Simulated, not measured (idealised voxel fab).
process module | voxel double patterning
cross-section cut | 140 nm wide | cells 5 nm
A cross-section is a grid of square cells, given in bands from the top down. A band is one or more rows of cells.
Each band's line starts with the height of the band's top and of its bottom, in nm. Then come its materials from left to right, each with its width in nm. One material with "throughout" fills the band from edge to edge. "air" is empty space.
Height 0 is the level under which the wafer as received is all one material. The lowest band goes on downwards, as in "0 down".
A width such as "30 to 40" changes by the same amount from each row of cells to the next, from the band's top row to its bottom row.
"no change" after a step means that no cell of the cross-section changed.
closed voids: empty space of 8 cells or more with no open way to the top, each as width x height at its distance from the left edge, in nm
after a step's settings: what the simulator itself notes on the step
overlay nm, on a step with a mask: how far to the right of its planned place the mask lay; to the left if negative
plan
1 op RECEIVE | material Si
2 op CONFORMAL_DEP | material SiO2 | thk nm 5
3 op DIRECTIONAL_DEP | material W | thk nm 15
4 op DIRECTIONAL_DEP | material SiN | thk nm 5
5 op MASKED_ETCH | tone open | mask id FIRST | width nm 15 | pitch nm 50 | etch materials SiN | depth nm 5 | overlay nm 0
6 op MASKED_ETCH | tone open | mask id SECOND | width nm 15 | etch materials SiN | depth nm 5 | overlay nm 0
7 op DIRECTIONAL_ETCH | etch materials W | depth nm 15
8 op STRIP | etch materials SiN
as received, after step 1
  0 down: Si throughout
  closed voids: none
a wafer at the end: this start, this plan, one mistake
  20 to 15: SiO2 throughout
  15 to 0: W throughout
  0 down: Si throughout
  closed voids: none
what went wrong: steps 2 and 3 were swapped
